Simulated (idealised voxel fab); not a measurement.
process module | voxel released beams
cross-section cut | 140 nm wide | cells 5 nm
A cross-section is a grid of square cells, given in bands from the top down. A band is one or more rows of cells.
Each band's line starts with the height of the band's top and of its bottom, in nm. Then come its materials from left to right, each with its width in nm. One material with "throughout" fills the band from edge to edge. "air" is empty space.
Height 0 is the level under which the wafer as received is all one material. The lowest band goes on downwards, as in "0 down".
A width such as "30 to 40" changes by the same amount from each row of cells to the next, from the band's top row to its bottom row.
"no change" after a step means that no cell of the cross-section changed.
closed voids: empty space of 8 cells or more with no open way to the top, each as width x height at its distance from the left edge, in nm
after a step's settings: what the simulator itself notes on the step
overlay nm, on a step with a mask: how far to the right of its planned place the mask lay; to the left if negative
plan
1 op RECEIVE | material Si
2 op CONFORMAL_DEP | material Al2O3 | thk nm 10
3 op DIRECTIONAL_DEP | material SiO2 | thk nm 20
4 op DIRECTIONAL_DEP | material aC | thk nm 10
5 op PATTERN | tone open | mask id ANCHOR | material resist | width nm 35 | thk nm 25 | overlay nm 0
6 op DIRECTIONAL_ETCH | etch materials aC | depth nm 10
7 op STRIP | etch materials resist
8 op DIRECTIONAL_ETCH | etch materials SiO2 | depth nm 20
9 op STRIP | etch materials aC
10 op CONFORMAL_DEP | material W | thk nm 15
11 op MASKED_ETCH | tone cover | mask id BEAM | width nm 105 | etch materials W | depth nm 5 | overlay nm 0
12 op STRIP | etch materials SiO2
varied across the wafers: depth nm of step 11. The plan shows the first wafer's value. All wafers start alike
first wafer as received, after step 1
  0 down: Si throughout
  closed voids: none
each wafer at the end: cells of each material gained (+) or lost (-) since it was received, then its closed voids
depth nm 5 | +56 Al2O3 | +84 SiO2 | +101 W | closed voids: none
depth nm 10 | +56 Al2O3 | +84 SiO2 | +94 W | closed voids: none
depth nm 15 | +56 Al2O3 | +87 W | closed voids: none
depth nm 20 | +56 Al2O3 | +87 W | closed voids: none
depth nm 25 | +56 Al2O3 | +87 W | closed voids: none
depth nm 30 | +56 Al2O3 | +87 W | closed voids: none
